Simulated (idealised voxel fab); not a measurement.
Process module, titled voxel wiring stack
The figure presents cross-section cut, which has a width of 290 nm and is divided into square cells with an edge length of 5 nm.
Throughout this document, each cross-section is represented as a grid of square cells and is presented as a sequence of bands enumerated from the top downward, where a band comprises one or more rows of cells. Band entry format. Leading values: height of top, height of bottom, nm. Remainder: materials in left-to-right order, each with its width in nm. Special words: "everywhere" on a single material, which then fills the band edge to edge; "air", empty space. All heights in this document are referenced to 0, defined as the level beneath which the wafer, as received, consists entirely of one material. The lowest band is not bounded below; it extends indefinitely downward and is written in the form "z 0 and below". The expression "30..40" gives the width at the extremes of the band, the first number at its top row of cells and the second at its bottom row, with the width changing by equal amounts from each row to the next in between. When a step is marked "nothing changed", none of the cells in the cross-section changed during that step. Listed in "Closed internal cavities": every empty space of 8 or more cells without an open way to the top. Form: width x height at distance, the distance being from the left edge, all in nm. Where a step's line continues beyond its settings, the continuation is a remark by the simulator itself on that step. overlay nm: mask offset rightward from planned place, masked step; negative means leftward offset.
Planned process steps:
1,RECEIVE: material Si
2,CONFORMAL_DEP: material SiO2, thk nm 15
3,CONFORMAL_DEP: material SiCN, thk nm 5
4,DIRECTIONAL_DEP: material lowk, thk nm 20
5,DIRECTIONAL_DEP: material aC, thk nm 10
6,PATTERN: tone open, mask id METAL_1, material resist, width nm 30, pitch nm 45, thk nm 25, overlay nm 0
7,DIRECTIONAL_ETCH: etch materials aC, depth nm 10
8,STRIP: etch materials resist
9,DIRECTIONAL_ETCH: etch materials lowk, depth nm 20
10,DIRECTIONAL_ETCH: etch materials SiCN, depth nm 5
11,STRIP: etch materials aC
12,CONFORMAL_DEP: material TiN, thk nm 5
13,FILL_DEP: material Cu, thk nm 10
14,CMP: height nm 40
15,CONFORMAL_DEP: material SiCN, thk nm 5
16,DIRECTIONAL_DEP: material SiO2, thk nm 15
17,PATTERN: tone open, mask id PLUG_1, material resist, width nm 15, pitch nm 45, thk nm 15, overlay nm 0
18,DIRECTIONAL_ETCH: etch materials SiO2, depth nm 15
19,DIRECTIONAL_ETCH: etch materials SiCN, depth nm 5
20,STRIP: etch materials resist
21,EPI: material Ru, thk nm 10
22,EPI: material Ru, thk nm 10
23,CONFORMAL_DEP: material SiCN, thk nm 5
24,DIRECTIONAL_DEP: material lowk, thk nm 20
25,MASKED_ETCH: tone open, mask id METAL_2, width nm 30, pitch nm 45, etch materials lowk, depth nm 20, overlay nm 0
26,MASKED_ETCH: tone open, mask id METAL_2, width nm 30, pitch nm 45, etch materials SiCN, depth nm 5, overlay nm 0
27,CONFORMAL_DEP: material TiN, thk nm 5
28,FILL_DEP: material W, thk nm 10
29,CMP: height nm 85
30,CONFORMAL_DEP: material SiCN, thk nm 5
31,DIRECTIONAL_DEP: material lowk, thk nm 25
32,PATTERN: tone open, mask id METAL_3_HOLES, material resist, width nm 15, pitch nm 90, thk nm 15, overlay nm 0
33,DIRECTIONAL_ETCH: etch materials lowk, depth nm 25
34,STRIP: etch materials resist
35,DIRECTIONAL_DEP: material aC, thk nm 15
36,PATTERN: tone open, mask id METAL_3, material resist, width nm 30, pitch nm 45, thk nm 35, overlay nm 0
37,DIRECTIONAL_ETCH: etch materials aC, depth nm 15
38,STRIP: etch materials resist
39,DIRECTIONAL_ETCH: etch materials lowk, depth nm 15
40,DIRECTIONAL_ETCH: etch materials SiCN, depth nm 5
41,STRIP: etch materials aC
42,CONFORMAL_DEP: material TiN, thk nm 5
43,FILL_DEP: material Cu, thk nm 5
44,CMP: height nm 115
45,CONFORMAL_DEP: material SiCN, thk nm 5
First of two wafers, with the run carried out as planned:
Cross-sectional view of the wafer in its as-received condition, corresponding to the state after step 1:
  z 0 and below  Si everywhere
  Closed internal cavities: none
So this is the wafer cross-section right after step 2:
  z 15 to 0  SiO2 everywhere
  Below a height of 0, the structure has not been altered.
So this is the wafer cross-section right after step 3:
  z 20 to 15  SiCN everywhere
  Below a height of 15, the structure has not been altered.
So this is the wafer cross-section right after step 4:
  z 40 to 20  lowk everywhere
  Below a height of 20, the structure has not been altered.
So this is the wafer cross-section right after step 5:
  z 50 to 40  aC everywhere
  Below a height of 40, the structure has not been altered.
So this is the wafer cross-section right after step 6:
  z 75 to 50  resist (60) | air (30) | resist (15) | air (30) | resist (15) | air (30) | resist (15) | air (30) | resist (65)
  Below a height of 50, the structure has not been altered.
So this is the wafer cross-section right after step 7:
  z 65 to 50  resist (60) | air (30) | resist (15) | air (30) | resist (15) | air (30) | resist (15) | air (30) | resist (65)
  z 50 to 40  aC (60) | air (30) | aC (15) | air (30) | aC (15) | air (30) | aC (15) | air (30) | aC (65)
  Below a height of 40, the structure has not been altered.
So this is the wafer cross-section right after step 8:
  z 50 to 40  aC (60) | air (30) | aC (15) | air (30) | aC (15) | air (30) | aC (15) | air (30) | aC (65)
  Below a height of 40, the structure has not been altered.
So this is the wafer cross-section right after step 9:
  z 50 to 40  aC (60) | air (30) | aC (15) | air (30) | aC (15) | air (30) | aC (15) | air (30) | aC (65)
  z 40 to 20  lowk (60) | air (30) | lowk (15) | air (30) | lowk (15) | air (30) | lowk (15) | air (30) | lowk (65)
  Below a height of 20, the structure has not been altered.
So this is the wafer cross-section right after step 10:
  z 50 to 40  aC (60) | air (30) | aC (15) | air (30) | aC (15) | air (30) | aC (15) | air (30) | aC (65)
  z 40 to 20  lowk (60) | air (30) | lowk (15) | air (30) | lowk (15) | air (30) | lowk (15) | air (30) | lowk (65)
  z 20 to 15  SiCN (60) | air (30) | SiCN (15) | air (30) | SiCN (15) | air (30) | SiCN (15) | air (30) | SiCN (65)
  Below a height of 15, the structure has not been altered.
So this is the wafer cross-section right after step 11:
  z 40 to 20  lowk (60) | air (30) | lowk (15) | air (30) | lowk (15) | air (30) | lowk (15) | air (30) | lowk (65)
  Below a height of 20, the structure has not been altered.
So this is the wafer cross-section right after step 12:
  z 45 to 40  TiN (65) | air (20) | TiN (25) | air (20) | TiN (25) | air (20) | TiN (25) | air (20) | TiN (70)
  z 40 to 20  lowk (60) | TiN (5) | air (20) | TiN (5) | lowk (15) | TiN (5) | air (20) | TiN (5) | lowk (15) | TiN (5) | air (20) | TiN (5) | lowk (15) | TiN (5) | air (20) | TiN (5) | lowk (65)
  z 20 to 15  SiCN (60) | TiN (30) | SiCN (15) | TiN (30) | SiCN (15) | TiN (30) | SiCN (15) | TiN (30) | SiCN (65)
  Below a height of 15, the structure has not been altered.
So this is the wafer cross-section right after step 13:
  z 55 to 45  Cu everywhere
  z 45 to 40  TiN (65) | Cu (20) | TiN (25) | Cu (20) | TiN (25) | Cu (20) | TiN (25) | Cu (20) | TiN (70)
  z 40 to 20  lowk (60) | TiN (5) | Cu (20) | TiN (5) | lowk (15) | TiN (5) | Cu (20) | TiN (5) | lowk (15) | TiN (5) | Cu (20) | TiN (5) | lowk (15) | TiN (5) | Cu (20) | TiN (5) | lowk (65)
  Below a height of 20, the structure has not been altered.
So this is the wafer cross-section right after step 14:
  z 40 to 20  lowk (60) | TiN (5) | Cu (20) | TiN (5) | lowk (15) | TiN (5) | Cu (20) | TiN (5) | lowk (15) | TiN (5) | Cu (20) | TiN (5) | lowk (15) | TiN (5) | Cu (20) | TiN (5) | lowk (65)
  Below a height of 20, the structure has not been altered.
So this is the wafer cross-section right after step 15:
  z 45 to 40  SiCN everywhere
  Below a height of 40, the structure has not been altered.
So this is the wafer cross-section right after step 16:
  z 60 to 45  SiO2 everywhere
  Below a height of 45, the structure has not been altered.
So this is the wafer cross-section right after step 17:
  z 75 to 60  resist (60) | air (15) | resist (30) | air (15) | resist (30) | air (15) | resist (30) | air (15) | resist (80)
  Below a height of 60, the structure has not been altered.
So this is the wafer cross-section right after step 18:
  z 75 to 60  resist (60) | air (15) | resist (30) | air (15) | resist (30) | air (15) | resist (30) | air (15) | resist (80)
  z 60 to 45  SiO2 (60) | air (15) | SiO2 (30) | air (15) | SiO2 (30) | air (15) | SiO2 (30) | air (15) | SiO2 (80)
  Below a height of 45, the structure has not been altered.
So this is the wafer cross-section right after step 19:
  z 75 to 60  resist (60) | air (15) | resist (30) | air (15) | resist (30) | air (15) | resist (30) | air (15) | resist (80)
  z 60 to 45  SiO2 (60) | air (15) | SiO2 (30) | air (15) | SiO2 (30) | air (15) | SiO2 (30) | air (15) | SiO2 (80)
  z 45 to 40  SiCN (60) | air (15) | SiCN (30) | air (15) | SiCN (30) | air (15) | SiCN (30) | air (15) | SiCN (80)
  Below a height of 40, the structure has not been altered.
So this is the wafer cross-section right after step 20:
  z 60 to 45  SiO2 (60) | air (15) | SiO2 (30) | air (15) | SiO2 (30) | air (15) | SiO2 (30) | air (15) | SiO2 (80)
  Below a height of 45, the structure has not been altered.
So this is the wafer cross-section right after step 21:
  z 60 to 50  SiO2 (60) | air (15) | SiO2 (30) | air (15) | SiO2 (30) | air (15) | SiO2 (30) | air (15) | SiO2 (80)
  z 50 to 45  SiO2 (60) | Ru (15) | SiO2 (30) | Ru (15) | SiO2 (30) | Ru (15) | SiO2 (30) | Ru (15) | SiO2 (80)
  z 45 to 40  SiCN (60) | Ru (15) | SiCN (30) | Ru (15) | SiCN (30) | Ru (15) | SiCN (30) | Ru (15) | SiCN (80)
  Below a height of 40, the structure has not been altered.
So this is the wafer cross-section right after step 22:
  z 60 to 45  SiO2 (60) | Ru (15) | SiO2 (30) | Ru (15) | SiO2 (30) | Ru (15) | SiO2 (30) | Ru (15) | SiO2 (80)
  Below a height of 45, the structure has not been altered.
So this is the wafer cross-section right after step 23:
  z 65 to 60  SiCN everywhere
  Below a height of 60, the structure has not been altered.
So this is the wafer cross-section right after step 24:
  z 85 to 65  lowk everywhere
  Below a height of 65, the structure has not been altered.
So this is the wafer cross-section right after step 25:
  z 85 to 65  lowk (60) | air (30) | lowk (15) | air (30) | lowk (15) | air (30) | lowk (15) | air (30) | lowk (65)
  Below a height of 65, the structure has not been altered.
So this is the wafer cross-section right after step 26:
  z 85 to 65  lowk (60) | air (30) | lowk (15) | air (30) | lowk (15) | air (30) | lowk (15) | air (30) | lowk (65)
  z 65 to 60  SiCN (60) | air (30) | SiCN (15) | air (30) | SiCN (15) | air (30) | SiCN (15) | air (30) | SiCN (65)
  Below a height of 60, the structure has not been altered.
So this is the wafer cross-section right after step 27:
  z 90 to 85  TiN (65) | air (20) | TiN (25) | air (20) | TiN (25) | air (20) | TiN (25) | air (20) | TiN (70)
  z 85 to 65  lowk (60) | TiN (5) | air (20) | TiN (5) | lowk (15) | TiN (5) | air (20) | TiN (5) | lowk (15) | TiN (5) | air (20) | TiN (5) | lowk (15) | TiN (5) | air (20) | TiN (5) | lowk (65)
  z 65 to 60  SiCN (60) | TiN (30) | SiCN (15) | TiN (30) | SiCN (15) | TiN (30) | SiCN (15) | TiN (30) | SiCN (65)
  Below a height of 60, the structure has not been altered.
So this is the wafer cross-section right after step 28:
  z 100 to 90  W everywhere
  z 90 to 85  TiN (65) | W (20) | TiN (25) | W (20) | TiN (25) | W (20) | TiN (25) | W (20) | TiN (70)
  z 85 to 65  lowk (60) | TiN (5) | W (20) | TiN (5) | lowk (15) | TiN (5) | W (20) | TiN (5) | lowk (15) | TiN (5) | W (20) | TiN (5) | lowk (15) | TiN (5) | W (20) | TiN (5) | lowk (65)
  Below a height of 65, the structure has not been altered.
So this is the wafer cross-section right after step 29:
  z 85 to 65  lowk (60) | TiN (5) | W (20) | TiN (5) | lowk (15) | TiN (5) | W (20) | TiN (5) | lowk (15) | TiN (5) | W (20) | TiN (5) | lowk (15) | TiN (5) | W (20) | TiN (5) | lowk (65)
  Below a height of 65, the structure has not been altered.
So this is the wafer cross-section right after step 30:
  z 90 to 85  SiCN everywhere
  Below a height of 85, the structure has not been altered.
So this is the wafer cross-section right after step 31:
  z 115 to 90  lowk everywhere
  Below a height of 90, the structure has not been altered.
So this is the wafer cross-section right after step 32:
  z 130 to 115  resist (60) | air (15) | resist (75) | air (15) | resist (125)
  Below a height of 115, the structure has not been altered.
So this is the wafer cross-section right after step 33:
  z 130 to 115  resist (60) | air (15) | resist (75) | air (15) | resist (125)
  z 115 to 90  lowk (60) | air (15) | lowk (75) | air (15) | lowk (125)
  Below a height of 90, the structure has not been altered.
So this is the wafer cross-section right after step 34:
  z 115 to 90  lowk (60) | air (15) | lowk (75) | air (15) | lowk (125)
  Below a height of 90, the structure has not been altered.
So this is the wafer cross-section right after step 35:
  z 130 to 115  aC (60) | air (15) | aC (75) | air (15) | aC (125)
  z 115 to 105  lowk (60) | air (15) | lowk (75) | air (15) | lowk (125)
  z 105 to 90  lowk (60) | aC (15) | lowk (75) | aC (15) | lowk (125)
  Below a height of 90, the structure has not been altered.
So this is the wafer cross-section right after step 36:
  z 165 to 130  resist (60) | air (30) | resist (15) | air (30) | resist (15) | air (30) | resist (15) | air (30) | resist (65)
  Below a height of 130, the structure has not been altered.
So this is the wafer cross-section right after step 37:
  z 150 to 130  resist (60) | air (30) | resist (15) | air (30) | resist (15) | air (30) | resist (15) | air (30) | resist (65)
  z 130 to 115  aC (60) | air (30) | aC (15) | air (30) | aC (15) | air (30) | aC (15) | air (30) | aC (65)
  z 115 to 90  lowk (60) | air (15) | lowk (75) | air (15) | lowk (125)
  Below a height of 90, the structure has not been altered.
So this is the wafer cross-section right after step 38:
  z 130 to 115  aC (60) | air (30) | aC (15) | air (30) | aC (15) | air (30) | aC (15) | air (30) | aC (65)
  Below a height of 115, the structure has not been altered.
So this is the wafer cross-section right after step 39:
  z 130 to 115  aC (60) | air (30) | aC (15) | air (30) | aC (15) | air (30) | aC (15) | air (30) | aC (65)
  z 115 to 100  lowk (60) | air (30) | lowk (15) | air (30) | lowk (15) | air (30) | lowk (15) | air (30) | lowk (65)
  Below a height of 100, the structure has not been altered.
So this is the wafer cross-section right after step 40:
  z 130 to 115  aC (60) | air (30) | aC (15) | air (30) | aC (15) | air (30) | aC (15) | air (30) | aC (65)
  z 115 to 100  lowk (60) | air (30) | lowk (15) | air (30) | lowk (15) | air (30) | lowk (15) | air (30) | lowk (65)
  z 100 to 90  lowk (60) | air (15) | lowk (75) | air (15) | lowk (125)
  z 90 to 85  SiCN (60) | air (15) | SiCN (75) | air (15) | SiCN (125)
  Below a height of 85, the structure has not been altered.
So this is the wafer cross-section right after step 41:
  z 115 to 100  lowk (60) | air (30) | lowk (15) | air (30) | lowk (15) | air (30) | lowk (15) | air (30) | lowk (65)
  Below a height of 100, the structure has not been altered.
So this is the wafer cross-section right after step 42:
  z 120 to 115  TiN (65) | air (20) | TiN (25) | air (20) | TiN (25) | air (20) | TiN (25) | air (20) | TiN (70)
  z 115 to 105  lowk (60) | TiN (5) | air (20) | TiN (5) | lowk (15) | TiN (5) | air (20) | TiN (5) | lowk (15) | TiN (5) | air (20) | TiN (5) | lowk (15) | TiN (5) | air (20) | TiN (5) | lowk (65)
  z 105 to 100  lowk (60) | TiN (5) | air (5) | TiN (20) | lowk (15) | TiN (30) | lowk (15) | TiN (5) | air (5) | TiN (20) | lowk (15) | TiN (30) | lowk (65)
  z 100 to 90  lowk (60) | TiN (5) | air (5) | TiN (5) | lowk (75) | TiN (5) | air (5) | TiN (5) | lowk (125)
  z 90 to 85  SiCN (60) | TiN (15) | SiCN (75) | TiN (15) | SiCN (125)
  Below a height of 85, the structure has not been altered.
So this is the wafer cross-section right after step 43:
  z 125 to 120  Cu everywhere
  z 120 to 115  TiN (65) | Cu (20) | TiN (25) | Cu (20) | TiN (25) | Cu (20) | TiN (25) | Cu (20) | TiN (70)
  z 115 to 105  lowk (60) | TiN (5) | Cu (20) | TiN (5) | lowk (15) | TiN (5) | Cu (20) | TiN (5) | lowk (15) | TiN (5) | Cu (20) | TiN (5) | lowk (15) | TiN (5) | Cu (20) | TiN (5) | lowk (65)
  z 105 to 100  lowk (60) | TiN (5) | Cu (5) | TiN (20) | lowk (15) | TiN (30) | lowk (15) | TiN (5) | Cu (5) | TiN (20) | lowk (15) | TiN (30) | lowk (65)
  z 100 to 90  lowk (60) | TiN (5) | Cu (5) | TiN (5) | lowk (75) | TiN (5) | Cu (5) | TiN (5) | lowk (125)
  Below a height of 90, the structure has not been altered.
So this is the wafer cross-section right after step 44:
  z 115 to 105  lowk (60) | TiN (5) | Cu (20) | TiN (5) | lowk (15) | TiN (5) | Cu (20) | TiN (5) | lowk (15) | TiN (5) | Cu (20) | TiN (5) | lowk (15) | TiN (5) | Cu (20) | TiN (5) | lowk (65)
  Below a height of 105, the structure has not been altered.
So this is the wafer cross-section right after step 45:
  z 120 to 115  SiCN everywhere
  Below a height of 115, the structure has not been altered.
Second wafer, same starting state and plan as the first, one mistake in the run, identical through step 5:
Look at the second wafer in cross-section at the time step 6 ought to have finished:
  z 75 to 50  resist (65) | air (25) | resist (20) | air (25) | resist (20) | air (25) | resist (20) | air (25) | resist (65)
  Below a height of 50, the structure has not been altered.
Look at the second wafer in cross-section at the time step 7 ought to have finished:
  z 65 to 50  resist (65) | air (25) | resist (20) | air (25) | resist (20) | air (25) | resist (20) | air (25) | resist (65)
  z 50 to 40  aC (65) | air (25) | aC (20) | air (25) | aC (20) | air (25) | aC (20) | air (25) | aC (65)
  Below a height of 40, the structure has not been altered.
Look at the second wafer in cross-section at the time step 8 ought to have finished:
  z 50 to 40  aC (65) | air (25) | aC (20) | air (25) | aC (20) | air (25) | aC (20) | air (25) | aC (65)
  Below a height of 40, the structure has not been altered.
Look at the second wafer in cross-section at the time step 9 ought to have finished:
  z 50 to 40  aC (65) | air (25) | aC (20) | air (25) | aC (20) | air (25) | aC (20) | air (25) | aC (65)
  z 40 to 20  lowk (65) | air (25) | lowk (20) | air (25) | lowk (20) | air (25) | lowk (20) | air (25) | lowk (65)
  Below a height of 20, the structure has not been altered.
Look at the second wafer in cross-section at the time step 10 ought to have finished:
  z 50 to 40  aC (65) | air (25) | aC (20) | air (25) | aC (20) | air (25) | aC (20) | air (25) | aC (65)
  z 40 to 20  lowk (65) | air (25) | lowk (20) | air (25) | lowk (20) | air (25) | lowk (20) | air (25) | lowk (65)
  z 20 to 15  SiCN (65) | air (25) | SiCN (20) | air (25) | SiCN (20) | air (25) | SiCN (20) | air (25) | SiCN (65)
  Below a height of 15, the structure has not been altered.
Look at the second wafer in cross-section at the time step 11 ought to have finished:
  z 40 to 20  lowk (65) | air (25) | lowk (20) | air (25) | lowk (20) | air (25) | lowk (20) | air (25) | lowk (65)
  Below a height of 20, the structure has not been altered.
Look at the second wafer in cross-section at the time step 12 ought to have finished:
  z 45 to 40  TiN (70) | air (15) | TiN (30) | air (15) | TiN (30) | air (15) | TiN (30) | air (15) | TiN (70)
  z 40 to 20  lowk (65) | TiN (5) | air (15) | TiN (5) | lowk (20) | TiN (5) | air (15) | TiN (5) | lowk (20) | TiN (5) | air (15) | TiN (5) | lowk (20) | TiN (5) | air (15) | TiN (5) | lowk (65)
  z 20 to 15  SiCN (65) | TiN (25) | SiCN (20) | TiN (25) | SiCN (20) | TiN (25) | SiCN (20) | TiN (25) | SiCN (65)
  Below a height of 15, the structure has not been altered.
Look at the second wafer in cross-section at the time step 13 ought to have finished:
  z 55 to 45  Cu everywhere
  z 45 to 40  TiN (70) | Cu (15) | TiN (30) | Cu (15) | TiN (30) | Cu (15) | TiN (30) | Cu (15) | TiN (70)
  z 40 to 20  lowk (65) | TiN (5) | Cu (15) | TiN (5) | lowk (20) | TiN (5) | Cu (15) | TiN (5) | lowk (20) | TiN (5) | Cu (15) | TiN (5) | lowk (20) | TiN (5) | Cu (15) | TiN (5) | lowk (65)
  Below a height of 20, the structure has not been altered.
Look at the second wafer in cross-section at the time step 14 ought to have finished:
  z 40 to 20  lowk (65) | TiN (5) | Cu (15) | TiN (5) | lowk (20) | TiN (5) | Cu (15) | TiN (5) | lowk (20) | TiN (5) | Cu (15) | TiN (5) | lowk (20) | TiN (5) | Cu (15) | TiN (5) | lowk (65)
  Below a height of 20, the structure has not been altered.
Look at the second wafer in cross-section at the time step 15 ought to have finished:
  z 45 to 40  SiCN everywhere
  Below a height of 40, the structure has not been altered.
Look at the second wafer in cross-section at the time step 16 ought to have finished:
  z 60 to 45  SiO2 everywhere
  Below a height of 45, the structure has not been altered.
Look at the second wafer in cross-section at the time step 17 ought to have finished:
  z 75 to 60  resist (60) | air (15) | resist (30) | air (15) | resist (30) | air (15) | resist (30) | air (15) | resist (80)
  Below a height of 60, the structure has not been altered.
Look at the second wafer in cross-section at the time step 18 ought to have finished:
  z 75 to 60  resist (60) | air (15) | resist (30) | air (15) | resist (30) | air (15) | resist (30) | air (15) | resist (80)
  z 60 to 45  SiO2 (60) | air (15) | SiO2 (30) | air (15) | SiO2 (30) | air (15) | SiO2 (30) | air (15) | SiO2 (80)
  Below a height of 45, the structure has not been altered.
Look at the second wafer in cross-section at the time step 19 ought to have finished:
  z 75 to 60  resist (60) | air (15) | resist (30) | air (15) | resist (30) | air (15) | resist (30) | air (15) | resist (80)
  z 60 to 45  SiO2 (60) | air (15) | SiO2 (30) | air (15) | SiO2 (30) | air (15) | SiO2 (30) | air (15) | SiO2 (80)
  z 45 to 40  SiCN (60) | air (15) | SiCN (30) | air (15) | SiCN (30) | air (15) | SiCN (30) | air (15) | SiCN (80)
  Below a height of 40, the structure has not been altered.
Look at the second wafer in cross-section at the time step 20 ought to have finished:
  z 60 to 45  SiO2 (60) | air (15) | SiO2 (30) | air (15) | SiO2 (30) | air (15) | SiO2 (30) | air (15) | SiO2 (80)
  Below a height of 45, the structure has not been altered.
Look at the second wafer in cross-section at the time step 21 ought to have finished:
  z 60 to 50  SiO2 (60) | air (15) | SiO2 (30) | air (15) | SiO2 (30) | air (15) | SiO2 (30) | air (15) | SiO2 (80)
  z 50 to 45  SiO2 (60) | Ru (15) | SiO2 (30) | Ru (15) | SiO2 (30) | Ru (15) | SiO2 (30) | Ru (15) | SiO2 (80)
  z 45 to 40  SiCN (60) | Ru (15) | SiCN (30) | Ru (15) | SiCN (30) | Ru (15) | SiCN (30) | Ru (15) | SiCN (80)
  Below a height of 40, the structure has not been altered.
Look at the second wafer in cross-section at the time step 22 ought to have finished:
  z 60 to 45  SiO2 (60) | Ru (15) | SiO2 (30) | Ru (15) | SiO2 (30) | Ru (15) | SiO2 (30) | Ru (15) | SiO2 (80)
  Below a height of 45, the structure has not been altered.
Look at the second wafer in cross-section at the time step 23 ought to have finished:
  z 65 to 60  SiCN everywhere
  Below a height of 60, the structure has not been altered.
Look at the second wafer in cross-section at the time step 24 ought to have finished:
  z 85 to 65  lowk everywhere
  Below a height of 65, the structure has not been altered.
Look at the second wafer in cross-section at the time step 25 ought to have finished:
  z 85 to 65  lowk (60) | air (30) | lowk (15) | air (30) | lowk (15) | air (30) | lowk (15) | air (30) | lowk (65)
  Below a height of 65, the structure has not been altered.
Look at the second wafer in cross-section at the time step 26 ought to have finished:
  z 85 to 65  lowk (60) | air (30) | lowk (15) | air (30) | lowk (15) | air (30) | lowk (15) | air (30) | lowk (65)
  z 65 to 60  SiCN (60) | air (30) | SiCN (15) | air (30) | SiCN (15) | air (30) | SiCN (15) | air (30) | SiCN (65)
  Below a height of 60, the structure has not been altered.
Look at the second wafer in cross-section at the time step 27 ought to have finished:
  z 90 to 85  TiN (65) | air (20) | TiN (25) | air (20) | TiN (25) | air (20) | TiN (25) | air (20) | TiN (70)
  z 85 to 65  lowk (60) | TiN (5) | air (20) | TiN (5) | lowk (15) | TiN (5) | air (20) | TiN (5) | lowk (15) | TiN (5) | air (20) | TiN (5) | lowk (15) | TiN (5) | air (20) | TiN (5) | lowk (65)
  z 65 to 60  SiCN (60) | TiN (30) | SiCN (15) | TiN (30) | SiCN (15) | TiN (30) | SiCN (15) | TiN (30) | SiCN (65)
  Below a height of 60, the structure has not been altered.
Look at the second wafer in cross-section at the time step 28 ought to have finished:
  z 100 to 90  W everywhere
  z 90 to 85  TiN (65) | W (20) | TiN (25) | W (20) | TiN (25) | W (20) | TiN (25) | W (20) | TiN (70)
  z 85 to 65  lowk (60) | TiN (5) | W (20) | TiN (5) | lowk (15) | TiN (5) | W (20) | TiN (5) | lowk (15) | TiN (5) | W (20) | TiN (5) | lowk (15) | TiN (5) | W (20) | TiN (5) | lowk (65)
  Below a height of 65, the structure has not been altered.
Look at the second wafer in cross-section at the time step 29 ought to have finished:
  z 85 to 65  lowk (60) | TiN (5) | W (20) | TiN (5) | lowk (15) | TiN (5) | W (20) | TiN (5) | lowk (15) | TiN (5) | W (20) | TiN (5) | lowk (15) | TiN (5) | W (20) | TiN (5) | lowk (65)
  Below a height of 65, the structure has not been altered.
Look at the second wafer in cross-section at the time step 30 ought to have finished:
  z 90 to 85  SiCN everywhere
  Below a height of 85, the structure has not been altered.
Look at the second wafer in cross-section at the time step 31 ought to have finished:
  z 115 to 90  lowk everywhere
  Below a height of 90, the structure has not been altered.
Look at the second wafer in cross-section at the time step 32 ought to have finished:
  z 130 to 115  resist (60) | air (15) | resist (75) | air (15) | resist (125)
  Below a height of 115, the structure has not been altered.
Look at the second wafer in cross-section at the time step 33 ought to have finished:
  z 130 to 115  resist (60) | air (15) | resist (75) | air (15) | resist (125)
  z 115 to 90  lowk (60) | air (15) | lowk (75) | air (15) | lowk (125)
  Below a height of 90, the structure has not been altered.
Look at the second wafer in cross-section at the time step 34 ought to have finished:
  z 115 to 90  lowk (60) | air (15) | lowk (75) | air (15) | lowk (125)
  Below a height of 90, the structure has not been altered.
Look at the second wafer in cross-section at the time step 35 ought to have finished:
  z 130 to 115  aC (60) | air (15) | aC (75) | air (15) | aC (125)
  z 115 to 105  lowk (60) | air (15) | lowk (75) | air (15) | lowk (125)
  z 105 to 90  lowk (60) | aC (15) | lowk (75) | aC (15) | lowk (125)
  Below a height of 90, the structure has not been altered.
Look at the second wafer in cross-section at the time step 36 ought to have finished:
  z 165 to 130  resist (60) | air (30) | resist (15) | air (30) | resist (15) | air (30) | resist (15) | air (30) | resist (65)
  Below a height of 130, the structure has not been altered.
Look at the second wafer in cross-section at the time step 37 ought to have finished:
  z 150 to 130  resist (60) | air (30) | resist (15) | air (30) | resist (15) | air (30) | resist (15) | air (30) | resist (65)
  z 130 to 115  aC (60) | air (30) | aC (15) | air (30) | aC (15) | air (30) | aC (15) | air (30) | aC (65)
  z 115 to 90  lowk (60) | air (15) | lowk (75) | air (15) | lowk (125)
  Below a height of 90, the structure has not been altered.
Look at the second wafer in cross-section at the time step 38 ought to have finished:
  z 130 to 115  aC (60) | air (30) | aC (15) | air (30) | aC (15) | air (30) | aC (15) | air (30) | aC (65)
  Below a height of 115, the structure has not been altered.
Look at the second wafer in cross-section at the time step 39 ought to have finished:
  z 130 to 115  aC (60) | air (30) | aC (15) | air (30) | aC (15) | air (30) | aC (15) | air (30) | aC (65)
  z 115 to 100  lowk (60) | air (30) | lowk (15) | air (30) | lowk (15) | air (30) | lowk (15) | air (30) | lowk (65)
  Below a height of 100, the structure has not been altered.
Look at the second wafer in cross-section at the time step 40 ought to have finished:
  z 130 to 115  aC (60) | air (30) | aC (15) | air (30) | aC (15) | air (30) | aC (15) | air (30) | aC (65)
  z 115 to 100  lowk (60) | air (30) | lowk (15) | air (30) | lowk (15) | air (30) | lowk (15) | air (30) | lowk (65)
  z 100 to 90  lowk (60) | air (15) | lowk (75) | air (15) | lowk (125)
  z 90 to 85  SiCN (60) | air (15) | SiCN (75) | air (15) | SiCN (125)
  Below a height of 85, the structure has not been altered.
Look at the second wafer in cross-section at the time step 41 ought to have finished:
  z 115 to 100  lowk (60) | air (30) | lowk (15) | air (30) | lowk (15) | air (30) | lowk (15) | air (30) | lowk (65)
  Below a height of 100, the structure has not been altered.
Look at the second wafer in cross-section at the time step 42 ought to have finished:
  z 120 to 115  TiN (65) | air (20) | TiN (25) | air (20) | TiN (25) | air (20) | TiN (25) | air (20) | TiN (70)
  z 115 to 105  lowk (60) | TiN (5) | air (20) | TiN (5) | lowk (15) | TiN (5) | air (20) | TiN (5) | lowk (15) | TiN (5) | air (20) | TiN (5) | lowk (15) | TiN (5) | air (20) | TiN (5) | lowk (65)
  z 105 to 100  lowk (60) | TiN (5) | air (5) | TiN (20) | lowk (15) | TiN (30) | lowk (15) | TiN (5) | air (5) | TiN (20) | lowk (15) | TiN (30) | lowk (65)
  z 100 to 90  lowk (60) | TiN (5) | air (5) | TiN (5) | lowk (75) | TiN (5) | air (5) | TiN (5) | lowk (125)
  z 90 to 85  SiCN (60) | TiN (15) | SiCN (75) | TiN (15) | SiCN (125)
  Below a height of 85, the structure has not been altered.
Look at the second wafer in cross-section at the time step 43 ought to have finished:
  z 125 to 120  Cu everywhere
  z 120 to 115  TiN (65) | Cu (20) | TiN (25) | Cu (20) | TiN (25) | Cu (20) | TiN (25) | Cu (20) | TiN (70)
  z 115 to 105  lowk (60) | TiN (5) | Cu (20) | TiN (5) | lowk (15) | TiN (5) | Cu (20) | TiN (5) | lowk (15) | TiN (5) | Cu (20) | TiN (5) | lowk (15) | TiN (5) | Cu (20) | TiN (5) | lowk (65)
  z 105 to 100  lowk (60) | TiN (5) | Cu (5) | TiN (20) | lowk (15) | TiN (30) | lowk (15) | TiN (5) | Cu (5) | TiN (20) | lowk (15) | TiN (30) | lowk (65)
  z 100 to 90  lowk (60) | TiN (5) | Cu (5) | TiN (5) | lowk (75) | TiN (5) | Cu (5) | TiN (5) | lowk (125)
  Below a height of 90, the structure has not been altered.
Look at the second wafer in cross-section at the time step 44 ought to have finished:
  z 115 to 105  lowk (60) | TiN (5) | Cu (20) | TiN (5) | lowk (15) | TiN (5) | Cu (20) | TiN (5) | lowk (15) | TiN (5) | Cu (20) | TiN (5) | lowk (15) | TiN (5) | Cu (20) | TiN (5) | lowk (65)
  Below a height of 105, the structure has not been altered.
Look at the second wafer in cross-section at the time step 45 ought to have finished:
  z 120 to 115  SiCN everywhere
  Below a height of 115, the structure has not been altered.
Here's what went sideways: note that step 6 departed from the planned setting and was carried out as PATTERN: tone open, mask id METAL_1, material resist, width nm 25, pitch nm 45, thk nm 25, overlay nm 0
Bottom line after processing is that, in cells, the second wafer is up or down on some materials versus the first: Cu: 16 fewer, SiCN: 4 more, TiN: 4 fewer, lowk: 16 more
